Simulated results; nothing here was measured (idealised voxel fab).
Process module under the name voxel wiring stack
This is section cut - it's 270 nm across, gridded in 5 nm square cells.
Think of the cross-section as a grid of square cells. We describe it in bands, top to bottom, and each band covers one or more rows of those cells.
What a band's entry tells you: where the top is and where the bottom is, as heights in nm, and after that what lies inside, material by material from left to right, each with its width in nm. Empty space is written as the word "air", and a single material marked with the word "throughout" occupies the band from edge to edge.
Beneath 0, the wafer as received is one material, and that level is where height counting begins. The lowest band goes on downward without a bottom; it is written like "z 0 and below".
Per-row width for "30->40": begins at first number (top row of band), ends at second number (bottom row), increment between rows held constant.
It should be understood that the words "nothing was modified", when stated for a given step, signify that the cross-section underwent no change in any of its cells during that step.
"Enclosed void entries" specifies each empty space that is not open to the top and that occupies no fewer than 8 cells, using the form width x height at distance, the distance measured from the left edge and all three quantities in nm.
It should be noted that, on the line of a given step, the content following the step's settings is a remark produced by the simulator itself with respect to that step.
"overlay nm" answers the question of how far to the right of plan the mask lay on a step that has a mask, and when it is negative the answer is to the left.
### The planned process steps are enumerated hereunder
1. RECEIVE (material Si)
2. CONFORMAL_DEP (material SiO2; thk nm 10)
3. CONFORMAL_DEP (material SiCN; thk nm 5)
4. DIRECTIONAL_DEP (material SiO2; thk nm 20)
5. MASKED_ETCH (tone open; mask id METAL_1; width nm 20; pitch nm 45; etch materials SiO2; depth nm 20; overlay nm 0)
6. MASKED_ETCH (tone open; mask id METAL_1; width nm 20; pitch nm 45; etch materials SiCN; depth nm 5; overlay nm 0)
7. CONFORMAL_DEP (material TiN; thk nm 5)
8. FILL_DEP (material Cu; thk nm 10)
9. CMP (height nm 35)
10. CONFORMAL_DEP (material SiCN; thk nm 5)
11. DIRECTIONAL_DEP (material SiO2; thk nm 30)
12. PATTERN (tone open; mask id METAL_2_HOLES; material resist; width nm 15; pitch nm 90; thk nm 15; overlay nm 0)
13. DIRECTIONAL_ETCH (etch materials SiO2; depth nm 30)
14. STRIP (etch materials resist)
15. DIRECTIONAL_DEP (material aC; thk nm 10)
16. PATTERN (tone open; mask id METAL_2; material resist; width nm 20; pitch nm 45; thk nm 25; overlay nm 0)
17. DIRECTIONAL_ETCH (etch materials aC; depth nm 10)
18. STRIP (etch materials resist)
19. DIRECTIONAL_ETCH (etch materials SiO2; depth nm 20)
20. DIRECTIONAL_ETCH (etch materials SiCN; depth nm 5)
21. STRIP (etch materials aC)
22. CONFORMAL_DEP (material TiN; thk nm 5)
23. FILL_DEP (material Cu; thk nm 5)
24. CMP (height nm 70)
25. CONFORMAL_DEP (material SiCN; thk nm 5)
26. DIRECTIONAL_DEP (material SiO2; thk nm 35)
27. PATTERN (tone open; mask id METAL_3_HOLES; material resist; width nm 15; pitch nm 45; thk nm 15; overlay nm 0)
28. DIRECTIONAL_ETCH (etch materials SiO2; depth nm 35)
29. STRIP (etch materials resist)
30. PATTERN (tone open; mask id METAL_3; material resist; width nm 20; pitch nm 45; thk nm 15; overlay nm 0)
31. DIRECTIONAL_ETCH (etch materials SiO2; depth nm 20)
32. DIRECTIONAL_ETCH (etch materials SiCN; depth nm 5)
33. STRIP (etch materials resist)
34. CONFORMAL_DEP (material TiN; thk nm 5)
35. FILL_DEP (material Cu; thk nm 5)
36. CMP (height nm 110)
37. CONFORMAL_DEP (material SiCN; thk nm 5)
38. DIRECTIONAL_DEP (material SiO2; thk nm 20)
39. DIRECTIONAL_DEP (material aC; thk nm 15)
40. PATTERN (tone open; mask id PLUG_3; material resist; width nm 15; pitch nm 90; thk nm 35; overlay nm 0)
41. DIRECTIONAL_ETCH (etch materials aC; depth nm 15)
42. STRIP (etch materials resist)
43. DIRECTIONAL_ETCH (etch materials SiO2; depth nm 20)
44. DIRECTIONAL_ETCH (etch materials SiCN; depth nm 5)
45. STRIP (etch materials aC)
46. CONFORMAL_DEP (material TiN; thk nm 5)
47. FILL_DEP (material Cu; thk nm 5)
48. CMP (height nm 135)
49. DIRECTIONAL_DEP (material TiN; thk nm 5)
50. DIRECTIONAL_DEP (material Ru; thk nm 25)
51. PATTERN (tone cover; mask id METAL_4; material resist; width nm 20; pitch nm 45; thk nm 20; overlay nm 0)
52. DIRECTIONAL_ETCH (etch materials Ru; depth nm 25)
53. DIRECTIONAL_ETCH (etch materials TiN; depth nm 5)
54. STRIP (etch materials resist)
55. FILL_DEP (material SiO2; thk nm 5)
56. CMP (height nm 165)
57. CONFORMAL_DEP (material SiCN; thk nm 5)
### as received, after step 1
  z 0 and below | Si throughout
  Enclosed void entries: none
### The module was run from the start shown above using the plan shown above, but one mistake was made doing it; the resulting wafer cross-section is below
  z 170 to 165 | SiCN throughout
  z 165 to 140 | 55 nm SiO2, 20 nm Ru, 25 nm SiO2, 20 nm Ru, 25 nm SiO2, 20 nm Ru, 25 nm SiO2, 20 nm Ru, 60 nm SiO2
  z 140 to 135 | 55 nm SiO2, 20 nm TiN, 25 nm SiO2, 20 nm TiN, 25 nm SiO2, 20 nm TiN, 25 nm SiO2, 20 nm TiN, 60 nm SiO2
  z 135 to 115 | 55 nm SiO2, 5 nm TiN, 5 nm Cu, 5 nm TiN, 75 nm SiO2, 5 nm TiN, 5 nm Cu, 5 nm TiN, 110 nm SiO2
  z 115 to 110 | 55 nm SiCN, 15 nm TiN, 75 nm SiCN, 15 nm TiN, 110 nm SiCN
  z 110 to 95 | 55 nm SiO2, 5 nm TiN, 5 nm Cu, 5 nm TiN, 30 nm SiO2, 5 nm TiN, 5 nm Cu, 5 nm TiN, 30 nm SiO2, 5 nm TiN, 5 nm Cu, 5 nm TiN, 30 nm SiO2, 5 nm TiN, 5 nm Cu, 5 nm TiN, 65 nm SiO2
  z 95 to 90 | 55 nm SiO2, 15 nm TiN, 30 nm SiO2, 15 nm TiN, 30 nm SiO2, 15 nm TiN, 30 nm SiO2, 15 nm TiN, 65 nm SiO2
  z 90 to 75 | SiO2 throughout
  z 75 to 70 | SiCN throughout
  z 70 to 55 | 55 nm SiO2, 5 nm TiN, 10 nm Cu, 5 nm TiN, 25 nm SiO2, 5 nm TiN, 10 nm Cu, 5 nm TiN, 25 nm SiO2, 5 nm TiN, 10 nm Cu, 5 nm TiN, 25 nm SiO2, 5 nm TiN, 10 nm Cu, 5 nm TiN, 60 nm SiO2
  z 55 to 50 | 55 nm SiO2, 5 nm TiN, 5 nm Cu, 10 nm TiN, 25 nm SiO2, 20 nm TiN, 25 nm SiO2, 5 nm TiN, 5 nm Cu, 10 nm TiN, 25 nm SiO2, 20 nm TiN, 60 nm SiO2
  z 50 to 40 | 55 nm SiO2, 5 nm TiN, 5 nm Cu, 5 nm TiN, 75 nm SiO2, 5 nm TiN, 5 nm Cu, 5 nm TiN, 110 nm SiO2
  z 40 to 35 | 55 nm SiCN, 15 nm TiN, 75 nm SiCN, 15 nm TiN, 110 nm SiCN
  z 35 to 15 | 55 nm SiO2, 5 nm TiN, 10 nm Cu, 5 nm TiN, 25 nm SiO2, 5 nm TiN, 10 nm Cu, 5 nm TiN, 25 nm SiO2, 5 nm TiN, 10 nm Cu, 5 nm TiN, 25 nm SiO2, 5 nm TiN, 10 nm Cu, 5 nm TiN, 60 nm SiO2
  z 15 to 10 | 55 nm SiCN, 20 nm TiN, 25 nm SiCN, 20 nm TiN, 25 nm SiCN, 20 nm TiN, 25 nm SiCN, 20 nm TiN, 60 nm SiCN
  z 10 to 0 | SiO2 throughout
  z 0 and below | Si throughout
  Enclosed void entries: none
Short version of what went wrong: plan step 26 ran twice
